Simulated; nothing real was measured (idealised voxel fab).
Process module in this document: voxel self aligned vias
This is section cut - it's 295 nm across, gridded in 5 nm square cells.
Notation: cross-section as square-cell grid; stated in bands, top first, going down; one or more cell rows per band. The entry gives the band's vertical extent as a top height and a bottom height in nm, then its horizontal make-up as materials from left to right, each with a width in nm. "empty" stands for empty space; a single material marked "throughout" fills the band edge to edge. The level at which height equals 0 is the one under which the wafer, as it arrives, is entirely one material. No lower edge exists for the bottom band, which continues downward and is notated as in "0..down". Think of "30->40" as a width that walks from the first number to the second as you go down the band, top row to bottom row, taking equal-sized steps from row to row. "no change occurred" means the step left every cell of the cross-section as it was. The label "Closed voids list" introduces a list of the empty spaces, 8 cells or larger, that have no open way up to the top; each entry in it reads width x height at distance, where the distance is taken from the left edge and all three are stated in nm. Anything after a step's settings on that line? It's the simulator's own note about the step. Each step line may optionally specify "overlay nm", which for a step with a mask gives the rightward distance between the mask's planned place and where it lay, a negative value indicating the leftward direction.

Planned step list for the process
1) RECEIVE, material Si
2) CONFORMAL_DEP, material SiO2, thk nm 15
3) CONFORMAL_DEP, material SiCN, thk nm 5
4) DIRECTIONAL_DEP, material SiO2, thk nm 20
5) PATTERN, tone open, mask id LINES, material resist, width nm 20, pitch nm 60, thk nm 15, overlay nm 0
6) DIRECTIONAL_ETCH, etch materials SiO2, depth nm 20
7) STRIP, etch materials resist
8) CONFORMAL_DEP, material TiN, thk nm 5
9) FILL_DEP, material Ru, thk nm 5
10) CMP, height nm 40
11) SELECTIVE_ETCH, etch materials W Ru TiN, depth nm 5
12) FILL_DEP, material SiN, thk nm 5
13) CMP, height nm 40
14) DIRECTIONAL_DEP, material SiO2, thk nm 20
15) PATTERN, tone open, mask id VIAS, material resist, width nm 30, pitch nm 60, thk nm 20, overlay nm 0
16) DIRECTIONAL_ETCH, etch materials SiO2, depth nm 20
17) DIRECTIONAL_ETCH, etch materials SiN, depth nm 5
18) STRIP, etch materials resist
19) CONFORMAL_DEP, material TiN, thk nm 5
20) FILL_DEP, material Cu, thk nm 10
21) CMP, height nm 60
22) CONFORMAL_DEP, material SiN, thk nm 5

The following pertains to the first of two wafers, which was processed as planned

Shown in cross-section is the wafer as received, that is, as it stands after step 1
	0..down | Si throughout
	Closed voids list: none

Sectional view: wafer, after step 2
	15..0 | SiO2 throughout
	Under 0: no change, same as before.

Sectional view: wafer, after step 3
	20..15 | SiCN throughout
	Under 15: no change, same as before.

Sectional view: wafer, after step 4
	40..20 | SiO2 throughout
	Under 20: no change, same as before.

Sectional view: wafer, after step 5
	55..40 | resist 75 / empty 20 / resist 40 / empty 20 / resist 40 / empty 20 / resist 80
	Under 40: no change, same as before.

Sectional view: wafer, after step 6
	55..40 | resist 75 / empty 20 / resist 40 / empty 20 / resist 40 / empty 20 / resist 80
	40..20 | SiO2 75 / empty 20 / SiO2 40 / empty 20 / SiO2 40 / empty 20 / SiO2 80
	Under 20: no change, same as before.

Sectional view: wafer, after step 7
	40..20 | SiO2 75 / empty 20 / SiO2 40 / empty 20 / SiO2 40 / empty 20 / SiO2 80
	Under 20: no change, same as before.

Sectional view: wafer, after step 8
	45..40 | TiN 80 / empty 10 / TiN 50 / empty 10 / TiN 50 / empty 10 / TiN 85
	40..25 | SiO2 75 / TiN 5 / empty 10 / TiN 5 / SiO2 40 / TiN 5 / empty 10 / TiN 5 / SiO2 40 / TiN 5 / empty 10 / TiN 5 / SiO2 80
	25..20 | SiO2 75 / TiN 20 / SiO2 40 / TiN 20 / SiO2 40 / TiN 20 / SiO2 80
	Under 20: no change, same as before.

Sectional view: wafer, after step 9
	50..45 | Ru throughout
	45..40 | TiN 80 / Ru 10 / TiN 50 / Ru 10 / TiN 50 / Ru 10 / TiN 85
	40..25 | SiO2 75 / TiN 5 / Ru 10 / TiN 5 / SiO2 40 / TiN 5 / Ru 10 / TiN 5 / SiO2 40 / TiN 5 / Ru 10 / TiN 5 / SiO2 80
	Under 25: no change, same as before.

Sectional view: wafer, after step 10
	40..25 | SiO2 75 / TiN 5 / Ru 10 / TiN 5 / SiO2 40 / TiN 5 / Ru 10 / TiN 5 / SiO2 40 / TiN 5 / Ru 10 / TiN 5 / SiO2 80
	Under 25: no change, same as before.

Sectional view: wafer, after step 11
	40..35 | SiO2 75 / empty 20 / SiO2 40 / empty 20 / SiO2 40 / empty 20 / SiO2 80
	Under 35: no change, same as before.

Sectional view: wafer, after step 12
	45..40 | SiN throughout
	40..35 | SiO2 75 / SiN 20 / SiO2 40 / SiN 20 / SiO2 40 / SiN 20 / SiO2 80
	Under 35: no change, same as before.

Sectional view: wafer, after step 13
	40..35 | SiO2 75 / SiN 20 / SiO2 40 / SiN 20 / SiO2 40 / SiN 20 / SiO2 80
	Under 35: no change, same as before.

Sectional view: wafer, after step 14
	60..40 | SiO2 throughout
	Under 40: no change, same as before.

Sectional view: wafer, after step 15
	80..60 | resist 70 / empty 30 / resist 30 / empty 30 / resist 30 / empty 30 / resist 75
	Under 60: no change, same as before.

Sectional view: wafer, after step 16
	80..60 | resist 70 / empty 30 / resist 30 / empty 30 / resist 30 / empty 30 / resist 75
	60..40 | SiO2 70 / empty 30 / SiO2 30 / empty 30 / SiO2 30 / empty 30 / SiO2 75
	Under 40: no change, same as before.

Sectional view: wafer, after step 17
	80..60 | resist 70 / empty 30 / resist 30 / empty 30 / resist 30 / empty 30 / resist 75
	60..40 | SiO2 70 / empty 30 / SiO2 30 / empty 30 / SiO2 30 / empty 30 / SiO2 75
	40..35 | SiO2 75 / empty 20 / SiO2 40 / empty 20 / SiO2 40 / empty 20 / SiO2 80
	Under 35: no change, same as before.

Sectional view: wafer, after step 18
	60..40 | SiO2 70 / empty 30 / SiO2 30 / empty 30 / SiO2 30 / empty 30 / SiO2 75
	Under 40: no change, same as before.

Sectional view: wafer, after step 19
	65..60 | TiN 75 / empty 20 / TiN 40 / empty 20 / TiN 40 / empty 20 / TiN 80
	60..45 | SiO2 70 / TiN 5 / empty 20 / TiN 5 / SiO2 30 / TiN 5 / empty 20 / TiN 5 / SiO2 30 / TiN 5 / empty 20 / TiN 5 / SiO2 75
	45..40 | SiO2 70 / TiN 10 / empty 10 / TiN 10 / SiO2 30 / TiN 10 / empty 10 / TiN 10 / SiO2 30 / TiN 10 / empty 10 / TiN 10 / SiO2 75
	40..35 | SiO2 75 / TiN 20 / SiO2 40 / TiN 20 / SiO2 40 / TiN 20 / SiO2 80
	Under 35: no change, same as before.

Sectional view: wafer, after step 20
	75..65 | Cu throughout
	65..60 | TiN 75 / Cu 20 / TiN 40 / Cu 20 / TiN 40 / Cu 20 / TiN 80
	60..45 | SiO2 70 / TiN 5 / Cu 20 / TiN 5 / SiO2 30 / TiN 5 / Cu 20 / TiN 5 / SiO2 30 / TiN 5 / Cu 20 / TiN 5 / SiO2 75
	45..40 | SiO2 70 / TiN 10 / Cu 10 / TiN 10 / SiO2 30 / TiN 10 / Cu 10 / TiN 10 / SiO2 30 / TiN 10 / Cu 10 / TiN 10 / SiO2 75
	Under 40: no change, same as before.

Sectional view: wafer, after step 21
	60..45 | SiO2 70 / TiN 5 / Cu 20 / TiN 5 / SiO2 30 / TiN 5 / Cu 20 / TiN 5 / SiO2 30 / TiN 5 / Cu 20 / TiN 5 / SiO2 75
	Under 45: no change, same as before.

Sectional view: wafer, after step 22
	65..60 | SiN throughout
	Under 60: no change, same as before.

Second wafer, same starting conditions and recipe as the first, one mistake in executing it, nothing differs from the first up to and including step 7

Second wafer cross-section, taken as of the time the plan sets for step 8 to be done
	45..40 | SiN 80 / empty 10 / SiN 50 / empty 10 / SiN 50 / empty 10 / SiN 85
	40..25 | SiO2 75 / SiN 5 / empty 10 / SiN 5 / SiO2 40 / SiN 5 / empty 10 / SiN 5 / SiO2 40 / SiN 5 / empty 10 / SiN 5 / SiO2 80
	25..20 | SiO2 75 / SiN 20 / SiO2 40 / SiN 20 / SiO2 40 / SiN 20 / SiO2 80
	Under 20: no change, same as before.

Second wafer cross-section, taken as of the time the plan sets for step 9 to be done
	50..45 | Ru throughout
	45..40 | SiN 80 / Ru 10 / SiN 50 / Ru 10 / SiN 50 / Ru 10 / SiN 85
	40..25 | SiO2 75 / SiN 5 / Ru 10 / SiN 5 / SiO2 40 / SiN 5 / Ru 10 / SiN 5 / SiO2 40 / SiN 5 / Ru 10 / SiN 5 / SiO2 80
	Under 25: no change, same as before.

Second wafer cross-section, taken as of the time the plan sets for step 10 to be done
	40..25 | SiO2 75 / SiN 5 / Ru 10 / SiN 5 / SiO2 40 / SiN 5 / Ru 10 / SiN 5 / SiO2 40 / SiN 5 / Ru 10 / SiN 5 / SiO2 80
	Under 25: no change, same as before.

Second wafer cross-section, taken as of the time the plan sets for step 11 to be done
	40..35 | SiO2 75 / SiN 5 / empty 10 / SiN 5 / SiO2 40 / SiN 5 / empty 10 / SiN 5 / SiO2 40 / SiN 5 / empty 10 / SiN 5 / SiO2 80
	Under 35: no change, same as before.

Second wafer cross-section, taken as of the time the plan sets for step 12 to be done
	45..40 | SiN throughout
	40..35 | SiO2 75 / SiN 20 / SiO2 40 / SiN 20 / SiO2 40 / SiN 20 / SiO2 80
	Under 35: no change, same as before.

Second wafer cross-section, taken as of the time the plan sets for step 13 to be done
	40..35 | SiO2 75 / SiN 20 / SiO2 40 / SiN 20 / SiO2 40 / SiN 20 / SiO2 80
	Under 35: no change, same as before.

Second wafer cross-section, taken as of the time the plan sets for step 14 to be done
	60..40 | SiO2 throughout
	Under 40: no change, same as before.

Second wafer cross-section, taken as of the time the plan sets for step 15 to be done
	80..60 | resist 70 / empty 30 / resist 30 / empty 30 / resist 30 / empty 30 / resist 75
	Under 60: no change, same as before.

Second wafer cross-section, taken as of the time the plan sets for step 16 to be done
	80..60 | resist 70 / empty 30 / resist 30 / empty 30 / resist 30 / empty 30 / resist 75
	60..40 | SiO2 70 / empty 30 / SiO2 30 / empty 30 / SiO2 30 / empty 30 / SiO2 75
	Under 40: no change, same as before.

Second wafer cross-section, taken as of the time the plan sets for step 17 to be done
	80..60 | resist 70 / empty 30 / resist 30 / empty 30 / resist 30 / empty 30 / resist 75
	60..40 | SiO2 70 / empty 30 / SiO2 30 / empty 30 / SiO2 30 / empty 30 / SiO2 75
	40..35 | SiO2 75 / empty 20 / SiO2 40 / empty 20 / SiO2 40 / empty 20 / SiO2 80
	Under 35: no change, same as before.

Second wafer cross-section, taken as of the time the plan sets for step 18 to be done
	60..40 | SiO2 70 / empty 30 / SiO2 30 / empty 30 / SiO2 30 / empty 30 / SiO2 75
	Under 40: no change, same as before.

Second wafer cross-section, taken as of the time the plan sets for step 19 to be done
	65..60 | TiN 75 / empty 20 / TiN 40 / empty 20 / TiN 40 / empty 20 / TiN 80
	60..45 | SiO2 70 / TiN 5 / empty 20 / TiN 5 / SiO2 30 / TiN 5 / empty 20 / TiN 5 / SiO2 30 / TiN 5 / empty 20 / TiN 5 / SiO2 75
	45..40 | SiO2 70 / TiN 10 / empty 10 / TiN 10 / SiO2 30 / TiN 10 / empty 10 / TiN 10 / SiO2 30 / TiN 10 / empty 10 / TiN 10 / SiO2 75
	40..35 | SiO2 75 / TiN 20 / SiO2 40 / TiN 20 / SiO2 40 / TiN 20 / SiO2 80
	Under 35: no change, same as before.

Second wafer cross-section, taken as of the time the plan sets for step 20 to be done
	75..65 | Cu throughout
	65..60 | TiN 75 / Cu 20 / TiN 40 / Cu 20 / TiN 40 / Cu 20 / TiN 80
	60..45 | SiO2 70 / TiN 5 / Cu 20 / TiN 5 / SiO2 30 / TiN 5 / Cu 20 / TiN 5 / SiO2 30 / TiN 5 / Cu 20 / TiN 5 / SiO2 75
	45..40 | SiO2 70 / TiN 10 / Cu 10 / TiN 10 / SiO2 30 / TiN 10 / Cu 10 / TiN 10 / SiO2 30 / TiN 10 / Cu 10 / TiN 10 / SiO2 75
	Under 40: no change, same as before.

Second wafer cross-section, taken as of the time the plan sets for step 21 to be done
	60..45 | SiO2 70 / TiN 5 / Cu 20 / TiN 5 / SiO2 30 / TiN 5 / Cu 20 / TiN 5 / SiO2 30 / TiN 5 / Cu 20 / TiN 5 / SiO2 75
	Under 45: no change, same as before.

Second wafer cross-section, taken as of the time the plan sets for step 22 to be done
	65..60 | SiN throughout
	Under 60: no change, same as before.
What went wrong in running the wafer? step 8 ran with different settings than intended, the actual operation and settings being CONFORMAL_DEP, material SiN, thk nm 5
Count the cells at the end and the second wafer has more or fewer of some materials than the first: SiN: 24 more, TiN: 24 fewer
